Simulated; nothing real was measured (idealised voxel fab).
Presented below is a process module, voxel self aligned vias.
We display cut, a cross-section 235 nm in width whose square cells are each 5 nm.
Think of the cross-section as a grid of square cells. We describe it in bands, top to bottom, and each band covers one or more rows of those cells.
What a band's entry tells you: where the top is and where the bottom is, as heights in nm, and after that what lies inside, material by material from left to right, each with its width in nm. Empty space is written as the word "air", and a single material marked with the word "edge to edge" occupies the band from edge to edge.
We count height from 0. Below that, the starting wafer is all one material. The lowest band never ends at the bottom but goes on down; see "z 0 and below" for how that is written.
Note: "30 to 40" means the width goes from the first number (top row of the band) to the second number (bottom row) in equal steps per row of cells.
"everything unchanged" after a step means that no cell of the cross-section changed.
"Closed void list": sealed empty spaces, 8 cells or more, no open way to top, listed width x height at distance, with distance from the left edge and width, height and distance in nm.
If you see something after the settings on a step's line, that's the simulator's own remark about that step.
If you see "overlay nm" on a step's line and that step has a mask, it's telling you how far right of where it was planned the mask ended up; a negative number means it went left instead.
**Steps planned for the process**
1 op RECEIVE | material Si
2 op CONFORMAL_DEP | material SiO2 | thk nm 15
3 op CONFORMAL_DEP | material SiCN | thk nm 5
4 op DIRECTIONAL_DEP | material SiO2 | thk nm 30
5 op MASKED_ETCH | tone open | mask id LINES | width nm 30 | pitch nm 70 | etch materials SiO2 | depth nm 30 | overlay nm 0
6 op CONFORMAL_DEP | material TiN | thk nm 5
7 op FILL_DEP | material W | thk nm 10
8 op CMP | height nm 50
9 op SELECTIVE_ETCH | etch materials W Ru TiN | depth nm 10
10 op FILL_DEP | material SiN | thk nm 5
11 op CMP | height nm 50
12 op DIRECTIONAL_DEP | material SiO2 | thk nm 20
13 op PATTERN | tone open | mask id VIAS | material resist | width nm 50 | pitch nm 140 | thk nm 20 | overlay nm 0
14 op DIRECTIONAL_ETCH | etch materials SiO2 | depth nm 20
15 op DIRECTIONAL_ETCH | etch materials SiN | depth nm 10
16 op STRIP | etch materials resist
17 op CONFORMAL_DEP | material TiN | thk nm 5
18 op FILL_DEP | material W | thk nm 10
19 op CMP | height nm 70
20 op CONFORMAL_DEP | material SiN | thk nm 5
**First of two wafers, with the run carried out as planned**
**Cross-section, incoming material, after step 1**
- z 0 and below  Si edge to edge
- Closed void list: none
**Wafer section view after processing step 2**
- z 15 to 0  SiO2 edge to edge
- For the remainder of the cross-section, below 0, there is no change.
**Wafer section view after processing step 3**
- z 20 to 15  SiCN edge to edge
- For the remainder of the cross-section, below 15, there is no change.
**Wafer section view after processing step 4**
- z 50 to 20  SiO2 edge to edge
- For the remainder of the cross-section, below 20, there is no change.
**Wafer section view after processing step 5**
- z 50 to 20  SiO2: 30, then air: 30, then SiO2: 40, then air: 30, then SiO2: 40, then air: 30, then SiO2: 35
- For the remainder of the cross-section, below 20, there is no change.
**Wafer section view after processing step 6**
- z 55 to 50  TiN: 35, then air: 20, then TiN: 50, then air: 20, then TiN: 50, then air: 20, then TiN: 40
- z 50 to 25  SiO2: 30, then TiN: 5, then air: 20, then TiN: 5, then SiO2: 40, then TiN: 5, then air: 20, then TiN: 5, then SiO2: 40, then TiN: 5, then air: 20, then TiN: 5, then SiO2: 35
- z 25 to 20  SiO2: 30, then TiN: 30, then SiO2: 40, then TiN: 30, then SiO2: 40, then TiN: 30, then SiO2: 35
- For the remainder of the cross-section, below 20, there is no change.
**Wafer section view after processing step 7**
- z 65 to 55  W edge to edge
- z 55 to 50  TiN: 35, then W: 20, then TiN: 50, then W: 20, then TiN: 50, then W: 20, then TiN: 40
- z 50 to 25  SiO2: 30, then TiN: 5, then W: 20, then TiN: 5, then SiO2: 40, then TiN: 5, then W: 20, then TiN: 5, then SiO2: 40, then TiN: 5, then W: 20, then TiN: 5, then SiO2: 35
- For the remainder of the cross-section, below 25, there is no change.
**Wafer section view after processing step 8**
- z 50 to 25  SiO2: 30, then TiN: 5, then W: 20, then TiN: 5, then SiO2: 40, then TiN: 5, then W: 20, then TiN: 5, then SiO2: 40, then TiN: 5, then W: 20, then TiN: 5, then SiO2: 35
- For the remainder of the cross-section, below 25, there is no change.
**Wafer section view after processing step 9**
- z 50 to 40  SiO2: 30, then air: 30, then SiO2: 40, then air: 30, then SiO2: 40, then air: 30, then SiO2: 35
- For the remainder of the cross-section, below 40, there is no change.
**Wafer section view after processing step 10**
- z 55 to 50  SiN edge to edge
- z 50 to 40  SiO2: 30, then SiN: 30, then SiO2: 40, then SiN: 30, then SiO2: 40, then SiN: 30, then SiO2: 35
- For the remainder of the cross-section, below 40, there is no change.
**Wafer section view after processing step 11**
- z 50 to 40  SiO2: 30, then SiN: 30, then SiO2: 40, then SiN: 30, then SiO2: 40, then SiN: 30, then SiO2: 35
- For the remainder of the cross-section, below 40, there is no change.
**Wafer section view after processing step 12**
- z 70 to 50  SiO2 edge to edge
- For the remainder of the cross-section, below 50, there is no change.
**Wafer section view after processing step 13**
- z 90 to 70  resist: 20, then air: 50, then resist: 90, then air: 50, then resist: 25
- For the remainder of the cross-section, below 70, there is no change.
**Wafer section view after processing step 14**
- z 90 to 70  resist: 20, then air: 50, then resist: 90, then air: 50, then resist: 25
- z 70 to 50  SiO2: 20, then air: 50, then SiO2: 90, then air: 50, then SiO2: 25
- For the remainder of the cross-section, below 50, there is no change.
**Wafer section view after processing step 15**
- z 90 to 70  resist: 20, then air: 50, then resist: 90, then air: 50, then resist: 25
- z 70 to 50  SiO2: 20, then air: 50, then SiO2: 90, then air: 50, then SiO2: 25
- z 50 to 40  SiO2: 30, then air: 30, then SiO2: 40, then SiN: 30, then SiO2: 40, then air: 30, then SiO2: 35
- For the remainder of the cross-section, below 40, there is no change.
**Wafer section view after processing step 16**
- z 70 to 50  SiO2: 20, then air: 50, then SiO2: 90, then air: 50, then SiO2: 25
- For the remainder of the cross-section, below 50, there is no change.
**Wafer section view after processing step 17**
- z 75 to 70  TiN: 25, then air: 40, then TiN: 100, then air: 40, then TiN: 30
- z 70 to 55  SiO2: 20, then TiN: 5, then air: 40, then TiN: 5, then SiO2: 90, then TiN: 5, then air: 40, then TiN: 5, then SiO2: 25
- z 55 to 50  SiO2: 20, then TiN: 15, then air: 20, then TiN: 15, then SiO2: 90, then TiN: 15, then air: 20, then TiN: 15, then SiO2: 25
- z 50 to 45  SiO2: 30, then TiN: 5, then air: 20, then TiN: 5, then SiO2: 40, then SiN: 30, then SiO2: 40, then TiN: 5, then air: 20, then TiN: 5, then SiO2: 35
- z 45 to 40  SiO2: 30, then TiN: 30, then SiO2: 40, then SiN: 30, then SiO2: 40, then TiN: 30, then SiO2: 35
- For the remainder of the cross-section, below 40, there is no change.
**Wafer section view after processing step 18**
- z 85 to 75  W edge to edge
- z 75 to 70  TiN: 25, then W: 40, then TiN: 100, then W: 40, then TiN: 30
- z 70 to 55  SiO2: 20, then TiN: 5, then W: 40, then TiN: 5, then SiO2: 90, then TiN: 5, then W: 40, then TiN: 5, then SiO2: 25
- z 55 to 50  SiO2: 20, then TiN: 15, then W: 20, then TiN: 15, then SiO2: 90, then TiN: 15, then W: 20, then TiN: 15, then SiO2: 25
- z 50 to 45  SiO2: 30, then TiN: 5, then W: 20, then TiN: 5, then SiO2: 40, then SiN: 30, then SiO2: 40, then TiN: 5, then W: 20, then TiN: 5, then SiO2: 35
- For the remainder of the cross-section, below 45, there is no change.
**Wafer section view after processing step 19**
- z 70 to 55  SiO2: 20, then TiN: 5, then W: 40, then TiN: 5, then SiO2: 90, then TiN: 5, then W: 40, then TiN: 5, then SiO2: 25
- For the remainder of the cross-section, below 55, there is no change.
**Wafer section view after processing step 20**
- z 75 to 70  SiN edge to edge
- For the remainder of the cross-section, below 70, there is no change.
**Second wafer, same starting conditions and recipe as the first, one mistake in executing it, nothing differs from the first up to and including step 4**
**Cross-section, second wafer, at the end time the plan gives for step 5**
- z 50 to 20  SiO2: 25, then air: 40, then SiO2: 30, then air: 40, then SiO2: 30, then air: 40, then SiO2: 30
- For the remainder of the cross-section, below 20, there is no change.
**Cross-section, second wafer, at the end time the plan gives for step 6**
- z 55 to 50  TiN: 30, then air: 30, then TiN: 40, then air: 30, then TiN: 40, then air: 30, then TiN: 35
- z 50 to 25  SiO2: 25, then TiN: 5, then air: 30, then TiN: 5, then SiO2: 30, then TiN: 5, then air: 30, then TiN: 5, then SiO2: 30, then TiN: 5, then air: 30, then TiN: 5, then SiO2: 30
- z 25 to 20  SiO2: 25, then TiN: 40, then SiO2: 30, then TiN: 40, then SiO2: 30, then TiN: 40, then SiO2: 30
- For the remainder of the cross-section, below 20, there is no change.
**Cross-section, second wafer, at the end time the plan gives for step 7**
- z 65 to 55  W edge to edge
- z 55 to 50  TiN: 30, then W: 30, then TiN: 40, then W: 30, then TiN: 40, then W: 30, then TiN: 35
- z 50 to 25  SiO2: 25, then TiN: 5, then W: 30, then TiN: 5, then SiO2: 30, then TiN: 5, then W: 30, then TiN: 5, then SiO2: 30, then TiN: 5, then W: 30, then TiN: 5, then SiO2: 30
- For the remainder of the cross-section, below 25, there is no change.
**Cross-section, second wafer, at the end time the plan gives for step 8**
- z 50 to 25  SiO2: 25, then TiN: 5, then W: 30, then TiN: 5, then SiO2: 30, then TiN: 5, then W: 30, then TiN: 5, then SiO2: 30, then TiN: 5, then W: 30, then TiN: 5, then SiO2: 30
- For the remainder of the cross-section, below 25, there is no change.
**Cross-section, second wafer, at the end time the plan gives for step 9**
- z 50 to 40  SiO2: 25, then air: 40, then SiO2: 30, then air: 40, then SiO2: 30, then air: 40, then SiO2: 30
- For the remainder of the cross-section, below 40, there is no change.
**Cross-section, second wafer, at the end time the plan gives for step 10**
- z 55 to 50  SiN edge to edge
- z 50 to 40  SiO2: 25, then SiN: 40, then SiO2: 30, then SiN: 40, then SiO2: 30, then SiN: 40, then SiO2: 30
- For the remainder of the cross-section, below 40, there is no change.
**Cross-section, second wafer, at the end time the plan gives for step 11**
- z 50 to 40  SiO2: 25, then SiN: 40, then SiO2: 30, then SiN: 40, then SiO2: 30, then SiN: 40, then SiO2: 30
- For the remainder of the cross-section, below 40, there is no change.
**Cross-section, second wafer, at the end time the plan gives for step 12**
- z 70 to 50  SiO2 edge to edge
- For the remainder of the cross-section, below 50, there is no change.
**Cross-section, second wafer, at the end time the plan gives for step 13**
- z 90 to 70  resist: 20, then air: 50, then resist: 90, then air: 50, then resist: 25
- For the remainder of the cross-section, below 70, there is no change.
**Cross-section, second wafer, at the end time the plan gives for step 14**
- z 90 to 70  resist: 20, then air: 50, then resist: 90, then air: 50, then resist: 25
- z 70 to 50  SiO2: 20, then air: 50, then SiO2: 90, then air: 50, then SiO2: 25
- For the remainder of the cross-section, below 50, there is no change.
**Cross-section, second wafer, at the end time the plan gives for step 15**
- z 90 to 70  resist: 20, then air: 50, then resist: 90, then air: 50, then resist: 25
- z 70 to 50  SiO2: 20, then air: 50, then SiO2: 90, then air: 50, then SiO2: 25
- z 50 to 40  SiO2: 25, then air: 40, then SiO2: 30, then SiN: 40, then SiO2: 30, then air: 40, then SiO2: 30
- For the remainder of the cross-section, below 40, there is no change.
**Cross-section, second wafer, at the end time the plan gives for step 16**
- z 70 to 50  SiO2: 20, then air: 50, then SiO2: 90, then air: 50, then SiO2: 25
- For the remainder of the cross-section, below 50, there is no change.
**Cross-section, second wafer, at the end time the plan gives for step 17**
- z 75 to 70  TiN: 25, then air: 40, then TiN: 100, then air: 40, then TiN: 30
- z 70 to 55  SiO2: 20, then TiN: 5, then air: 40, then TiN: 5, then SiO2: 90, then TiN: 5, then air: 40, then TiN: 5, then SiO2: 25
- z 55 to 50  SiO2: 20, then TiN: 10, then air: 30, then TiN: 10, then SiO2: 90, then TiN: 10, then air: 30, then TiN: 10, then SiO2: 25
- z 50 to 45  SiO2: 25, then TiN: 5, then air: 30, then TiN: 5, then SiO2: 30, then SiN: 40, then SiO2: 30, then TiN: 5, then air: 30, then TiN: 5, then SiO2: 30
- z 45 to 40  SiO2: 25, then TiN: 40, then SiO2: 30, then SiN: 40, then SiO2: 30, then TiN: 40, then SiO2: 30
- For the remainder of the cross-section, below 40, there is no change.
**Cross-section, second wafer, at the end time the plan gives for step 18**
- z 85 to 75  W edge to edge
- z 75 to 70  TiN: 25, then W: 40, then TiN: 100, then W: 40, then TiN: 30
- z 70 to 55  SiO2: 20, then TiN: 5, then W: 40, then TiN: 5, then SiO2: 90, then TiN: 5, then W: 40, then TiN: 5, then SiO2: 25
- z 55 to 50  SiO2: 20, then TiN: 10, then W: 30, then TiN: 10, then SiO2: 90, then TiN: 10, then W: 30, then TiN: 10, then SiO2: 25
- z 50 to 45  SiO2: 25, then TiN: 5, then W: 30, then TiN: 5, then SiO2: 30, then SiN: 40, then SiO2: 30, then TiN: 5, then W: 30, then TiN: 5, then SiO2: 30
- For the remainder of the cross-section, below 45, there is no change.
**Cross-section, second wafer, at the end time the plan gives for step 19**
- z 70 to 55  SiO2: 20, then TiN: 5, then W: 40, then TiN: 5, then SiO2: 90, then TiN: 5, then W: 40, then TiN: 5, then SiO2: 25
- For the remainder of the cross-section, below 55, there is no change.
**Cross-section, second wafer, at the end time the plan gives for step 20**
- z 75 to 70  SiN edge to edge
- For the remainder of the cross-section, below 70, there is no change.
Which mistake was made when the wafer was run? step 5 ran as: op MASKED_ETCH | tone open | mask id LINES | width nm 40 | pitch nm 70 | etch materials SiO2 | depth nm 30 | overlay nm 0
End check, counted in cells, second wafer has more or fewer of these materials than the first: SiN +4 | SiO2 -36 | TiN +6 | W +26
